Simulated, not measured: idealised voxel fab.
A process module follows: voxel ribs on slabs.
FYI the section here is cut, 255 nm wide, cells are 5 nm squares.
Cross-section format: a grid of square cells, given as bands from top to bottom; each band is one or more rows of cells.
What a band's entry tells you: where the top is and where the bottom is, as heights in nm, and after that what lies inside, material by material from left to right, each with its width in nm. Empty space is written as the word "blank", and a single material marked with the word "full width" occupies the band from edge to edge.
Counting heights begins at 0, where everything beneath is, in the wafer as received, one material. The lowest band has no bottom; it goes on downwards, as "z 0 and below" shows.
Per-row width for "30 to 40": begins at first number (top row of band), ends at second number (bottom row), increment between rows held constant.
Where the words "nothing changed" appear for a step, the cross-section shows no cell changed by that step; every cell remained as before.
So "Sealed void listing" is basically the list of trapped voids: any empty space of 8 cells or more that can't reach the top through an opening. They're written width x height at distance, the distance being from the left edge, and it's all nm.
Post-settings text on a step line: simulator's own remark regarding the step.
"overlay nm", when on a step's line for a step with a mask, measures how far to the right of its planned place the mask lay; a negative measure means to the left.
[So here's the lineup of process steps we planned]
1: RECEIVE: material Si
2: DIRECTIONAL_DEP: material SiO2, thk nm 25
3: DIRECTIONAL_DEP: material polySi, thk nm 15
4: MASKED_ETCH: tone cover, mask id RIB, width nm 30, etch materials polySi, depth nm 5, overlay nm 0
5: DIRECTIONAL_DEP: material aC, thk nm 10
6: PATTERN: tone cover, mask id SLAB, material resist, width nm 70, thk nm 30, overlay nm 0
7: DIRECTIONAL_ETCH: etch materials aC, depth nm 10
8: STRIP: etch materials resist
9: DIRECTIONAL_ETCH: etch materials polySi, depth nm 10
10: STRIP: etch materials aC
11: FILL_DEP: material SiO2, thk nm 30
12: CMP: height nm 60
13: DIRECTIONAL_DEP: material TiN, thk nm 10
14: MASKED_ETCH: tone cover, mask id HEATER, width nm 40, etch materials TiN, depth nm 10, overlay nm 0
15: CONFORMAL_DEP: material SiO2, thk nm 5
[Here's what the wafer looked like in cross-section when it arrived - that's after step 1]
* z 0 and below  Si full width
* Sealed void listing: none
[Run as planned - first of the two wafers cross-sectioned at the end of the module]
* z 75 to 70  blank (100) / SiO2 (50) / blank (105)
* z 70 to 65  blank (100) / SiO2 (5) / TiN (40) / SiO2 (5) / blank (105)
* z 65 to 60  SiO2 (105) / TiN (40) / SiO2 (110)
* z 60 to 40  SiO2 full width
* z 40 to 35  SiO2 (110) / polySi (30) / SiO2 (115)
* z 35 to 25  SiO2 (90) / polySi (70) / SiO2 (95)
* z 25 to 0  SiO2 full width
* z 0 and below  Si full width
* Sealed void listing: none
[Module end: cross-section of wafer two of two. Same start and process plan as the first wafer. One mistake during execution]
* z 70 to 60  blank (105) / TiN (40) / blank (110)
* z 60 to 40  SiO2 full width
* z 40 to 35  SiO2 (110) / polySi (30) / SiO2 (115)
* z 35 to 25  SiO2 (90) / polySi (70) / SiO2 (95)
* z 25 to 0  SiO2 full width
* z 0 and below  Si full width
* Sealed void listing: none
Which mistake was made when the wafer was run? plan step 15 never ran because it was skipped
Wrapping up, a cell-based count of both wafers puts the second over or under the first for these materials: -55 SiO2
